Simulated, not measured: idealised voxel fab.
Process module heading - voxel self aligned contacts
Square cell edge 5 nm, section width 195 nm, ID cut.
In this document a cross-section is written as a grid of square cells. It is given as a series of bands, listed from the top down, and a band is one or more rows of cells.
Heights first: top, then bottom, in nm. Then materials, left to right, each with a width in nm. "everywhere" on a single material: fills the band edge to edge. "blank": empty space.
Beneath 0, the wafer as received is one material, and that level is where height counting begins. The lowest band goes on downward without a bottom; it is written like "0..down".
It should be noted that a width expressed as "30..40" varies in equal increments from row to row of cells within the band, taking the value of the first number at the top row and that of the second number at the bottom row.
Step marked "changes: none"? Then no cell in the cross-section changed in it.
Closed empty spaces (no open way to the top) of 8 cells or more are what "Fully enclosed voids" lists, each as width x height at distance from the left edge, nm for all three.
Anything after a step's settings on that line? It's the simulator's own note about the step.
For masked steps, "overlay nm" on the step line gives how far right of plan the mask actually lay; a minus sign means it lay to the left.
So here's the lineup of process steps we planned:
| 1 | RECEIVE with material Si |
| 2 | CONFORMAL_DEP with material SiO2, thk nm 5 |
| 3 | DIRECTIONAL_DEP with material polySi, thk nm 30 |
| 4 | DIRECTIONAL_DEP with material SiN, thk nm 15 |
| 5 | PATTERN with tone cover, mask id GATE, material resist, width nm 30, pitch nm 65, thk nm 15, overlay nm 0 |
| 6 | DIRECTIONAL_ETCH with etch materials SiN, depth nm 15 |
| 7 | DIRECTIONAL_ETCH with etch materials polySi, depth nm 30 |
| 8 | STRIP with etch materials resist |
| 9 | CONFORMAL_DEP with material SiN, thk nm 5 |
| 10 | DIRECTIONAL_ETCH with etch materials SiN, depth nm 5 |
| 11 | FILL_DEP with material SiO2, thk nm 15 |
| 12 | CMP with height nm 60 |
| 13 | MASKED_ETCH with tone open, mask id CONTACT, width nm 45, pitch nm 65, etch materials SiO2, depth nm 60, overlay nm 0 |
| 14 | CONFORMAL_DEP with material TiN, thk nm 5 |
| 15 | FILL_DEP with material Ru, thk nm 5 |
| 16 | CMP with height nm 60 |
| 17 | CONFORMAL_DEP with material SiCN, thk nm 5 |
First wafer of two (run as planned):
Cross-section of the wafer upon arrival, representing the state reached after step 1:
- 0..down: Si everywhere
- Fully enclosed voids: none
Wafer xsec, post step 2:
- 5..0: SiO2 everywhere
- At heights below 0, the structure remains unaltered.
Wafer xsec, post step 3:
- 35..5: polySi everywhere
- At heights below 5, the structure remains unaltered.
Wafer xsec, post step 4:
- 50..35: SiN everywhere
- At heights below 35, the structure remains unaltered.
Wafer xsec, post step 5:
- 65..50: 15 nm blank | 30 nm resist | 35 nm blank | 30 nm resist | 35 nm blank | 30 nm resist | 20 nm blank
- At heights below 50, the structure remains unaltered.
Wafer xsec, post step 6:
- 65..50: 15 nm blank | 30 nm resist | 35 nm blank | 30 nm resist | 35 nm blank | 30 nm resist | 20 nm blank
- 50..35: 15 nm blank | 30 nm SiN | 35 nm blank | 30 nm SiN | 35 nm blank | 30 nm SiN | 20 nm blank
- At heights below 35, the structure remains unaltered.
Wafer xsec, post step 7:
- 65..50: 15 nm blank | 30 nm resist | 35 nm blank | 30 nm resist | 35 nm blank | 30 nm resist | 20 nm blank
- 50..35: 15 nm blank | 30 nm SiN | 35 nm blank | 30 nm SiN | 35 nm blank | 30 nm SiN | 20 nm blank
- 35..5: 15 nm blank | 30 nm polySi | 35 nm blank | 30 nm polySi | 35 nm blank | 30 nm polySi | 20 nm blank
- At heights below 5, the structure remains unaltered.
Wafer xsec, post step 8:
- 50..35: 15 nm blank | 30 nm SiN | 35 nm blank | 30 nm SiN | 35 nm blank | 30 nm SiN | 20 nm blank
- At heights below 35, the structure remains unaltered.
Wafer xsec, post step 9:
- 55..35: 10 nm blank | 40 nm SiN | 25 nm blank | 40 nm SiN | 25 nm blank | 40 nm SiN | 15 nm blank
- 35..10: 10 nm blank | 5 nm SiN | 30 nm polySi | 5 nm SiN | 25 nm blank | 5 nm SiN | 30 nm polySi | 5 nm SiN | 25 nm blank | 5 nm SiN | 30 nm polySi | 5 nm SiN | 15 nm blank
- 10..5: 15 nm SiN | 30 nm polySi | 35 nm SiN | 30 nm polySi | 35 nm SiN | 30 nm polySi | 20 nm SiN
- At heights below 5, the structure remains unaltered.
Wafer xsec, post step 10:
- 50..35: 10 nm blank | 40 nm SiN | 25 nm blank | 40 nm SiN | 25 nm blank | 40 nm SiN | 15 nm blank
- 35..5: 10 nm blank | 5 nm SiN | 30 nm polySi | 5 nm SiN | 25 nm blank | 5 nm SiN | 30 nm polySi | 5 nm SiN | 25 nm blank | 5 nm SiN | 30 nm polySi | 5 nm SiN | 15 nm blank
- At heights below 5, the structure remains unaltered.
Wafer xsec, post step 11:
- 65..50: SiO2 everywhere
- 50..35: 10 nm SiO2 | 40 nm SiN | 25 nm SiO2 | 40 nm SiN | 25 nm SiO2 | 40 nm SiN | 15 nm SiO2
- 35..5: 10 nm SiO2 | 5 nm SiN | 30 nm polySi | 5 nm SiN | 25 nm SiO2 | 5 nm SiN | 30 nm polySi | 5 nm SiN | 25 nm SiO2 | 5 nm SiN | 30 nm polySi | 5 nm SiN | 15 nm SiO2
- At heights below 5, the structure remains unaltered.
Wafer xsec, post step 12:
- 60..50: SiO2 everywhere
- At heights below 50, the structure remains unaltered.
Wafer xsec, post step 13:
- 60..50: 40 nm SiO2 | 45 nm blank | 20 nm SiO2 | 45 nm blank | 45 nm SiO2
- 50..35: 10 nm SiO2 | 40 nm SiN | 25 nm blank | 40 nm SiN | 25 nm blank | 40 nm SiN | 15 nm SiO2
- 35..5: 10 nm SiO2 | 5 nm SiN | 30 nm polySi | 5 nm SiN | 25 nm blank | 5 nm SiN | 30 nm polySi | 5 nm SiN | 25 nm blank | 5 nm SiN | 30 nm polySi | 5 nm SiN | 15 nm SiO2
- 5..0: 50 nm SiO2 | 25 nm blank | 40 nm SiO2 | 25 nm blank | 55 nm SiO2
- At heights below 0, the structure remains unaltered.
Wafer xsec, post step 14:
- 65..60: 45 nm TiN | 35 nm blank | 30 nm TiN | 35 nm blank | 50 nm TiN
- 60..50: 40 nm SiO2 | 5..15 nm TiN | 35..15 nm blank | 5..15 nm TiN | 20 nm SiO2 | 5..15 nm TiN | 35..15 nm blank | 5..15 nm TiN | 45 nm SiO2
- 50..35: 10 nm SiO2 | 40 nm SiN | 5 nm TiN | 15 nm blank | 5 nm TiN | 40 nm SiN | 5 nm TiN | 15 nm blank | 5 nm TiN | 40 nm SiN | 15 nm SiO2
- 35..5: 10 nm SiO2 | 5 nm SiN | 30 nm polySi | 5 nm SiN | 5 nm TiN | 15 nm blank | 5 nm TiN | 5 nm SiN | 30 nm polySi | 5 nm SiN | 5 nm TiN | 15 nm blank | 5 nm TiN | 5 nm SiN | 30 nm polySi | 5 nm SiN | 15 nm SiO2
- 5..0: 50 nm SiO2 | 25 nm TiN | 40 nm SiO2 | 25 nm TiN | 55 nm SiO2
- At heights below 0, the structure remains unaltered.
Wafer xsec, post step 15:
- 70..65: Ru everywhere
- 65..60: 45 nm TiN | 35 nm Ru | 30 nm TiN | 35 nm Ru | 50 nm TiN
- 60..50: 40 nm SiO2 | 5..15 nm TiN | 35..15 nm Ru | 5..15 nm TiN | 20 nm SiO2 | 5..15 nm TiN | 35..15 nm Ru | 5..15 nm TiN | 45 nm SiO2
- 50..35: 10 nm SiO2 | 40 nm SiN | 5 nm TiN | 15 nm Ru | 5 nm TiN | 40 nm SiN | 5 nm TiN | 15 nm Ru | 5 nm TiN | 40 nm SiN | 15 nm SiO2
- 35..5: 10 nm SiO2 | 5 nm SiN | 30 nm polySi | 5 nm SiN | 5 nm TiN | 15 nm Ru | 5 nm TiN | 5 nm SiN | 30 nm polySi | 5 nm SiN | 5 nm TiN | 15 nm Ru | 5 nm TiN | 5 nm SiN | 30 nm polySi | 5 nm SiN | 15 nm SiO2
- At heights below 5, the structure remains unaltered.
Wafer xsec, post step 16:
- 60..50: 40 nm SiO2 | 5..15 nm TiN | 35..15 nm Ru | 5..15 nm TiN | 20 nm SiO2 | 5..15 nm TiN | 35..15 nm Ru | 5..15 nm TiN | 45 nm SiO2
- At heights below 50, the structure remains unaltered.
Wafer xsec, post step 17:
- 65..60: SiCN everywhere
- At heights below 60, the structure remains unaltered.
Notes, second wafer: start = first wafer's, plan = first wafer's, execution had one mistake; history identical to first through step 15:
Second wafer profile in section, at the moment step 16 of the plan was meant to be complete:
- 65..60: 45 nm TiN | 35 nm Ru | 30 nm TiN | 35 nm Ru | 50 nm TiN
- At heights below 60, the structure remains unaltered.
Second wafer profile in section, at the moment step 17 of the plan was meant to be complete:
- 70..65: SiCN everywhere
- At heights below 65, the structure remains unaltered.
The mistake made against the process plan was this: step 16 was run on a setting that differed from the plan, and what really ran there is CMP with height nm 65
Bottom line after processing is that, in cells, the second wafer is up or down on some materials versus the first: Ru: 14 more; TiN: 25 more
